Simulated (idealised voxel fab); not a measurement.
process module | voxel released beams
cross-section cut | 200 nm wide | cells 5 nm
A cross-section is a grid of square cells, given in bands from the top down. A band is one or more rows of cells.
Each band's line starts with the height of the band's top and of its bottom, in nm. Then come its materials from left to right, each with its width in nm. One material with "throughout" fills the band from edge to edge. "air" is empty space.
Height 0 is the level under which the wafer as received is all one material. The lowest band goes on downwards, as in "0 down".
A width such as "30 to 40" changes by the same amount from each row of cells to the next, from the band's top row to its bottom row.
"no change" after a step means that no cell of the cross-section changed.
closed voids: empty space of 8 cells or more with no open way to the top, each as width x height at its distance from the left edge, in nm
after a step's settings: what the simulator itself notes on the step
overlay nm, on a step with a mask: how far to the right of its planned place the mask lay; to the left if negative
plan
1 op RECEIVE | material Si
2 op CONFORMAL_DEP | material Al2O3 | thk nm 10
3 op DIRECTIONAL_DEP | material SiO2 | thk nm 20
4 op PATTERN | tone open | mask id ANCHOR | material resist | width nm 25 | thk nm 20 | overlay nm 0
5 op DIRECTIONAL_ETCH | etch materials SiO2 | depth nm 20
6 op STRIP | etch materials resist
7 op CONFORMAL_DEP | material W | thk nm 10
8 op MASKED_ETCH | tone cover | mask id BEAM | width nm 90 | etch materials W | depth nm 10 | overlay nm 0
9 op STRIP | etch materials SiO2
as received, after step 1
  0 down: Si throughout
  closed voids: none
first wafer at the end, as planned
  40 to 30: air 50 | W 15 | air 5 | W 70 | air 60
  30 to 20: air 55 | W 10 | air 5 | W 10 | air 120
  20 to 10: air 55 | W 25 | air 120
  10 to 0: Al2O3 throughout
  0 down: Si throughout
  closed voids: none
second wafer at the end: like start, like plan, one mistake
  40 to 30: air 50 | W 90 | air 60
  30 to 20: Al2O3 throughout
  20 to 0: SiO2 throughout
  0 down: Si throughout
  closed voids: none
what went wrong: steps 2 and 3 were swapped
at the end the second wafer has, in cells: 160 more of SiO2 | 16 fewer of W
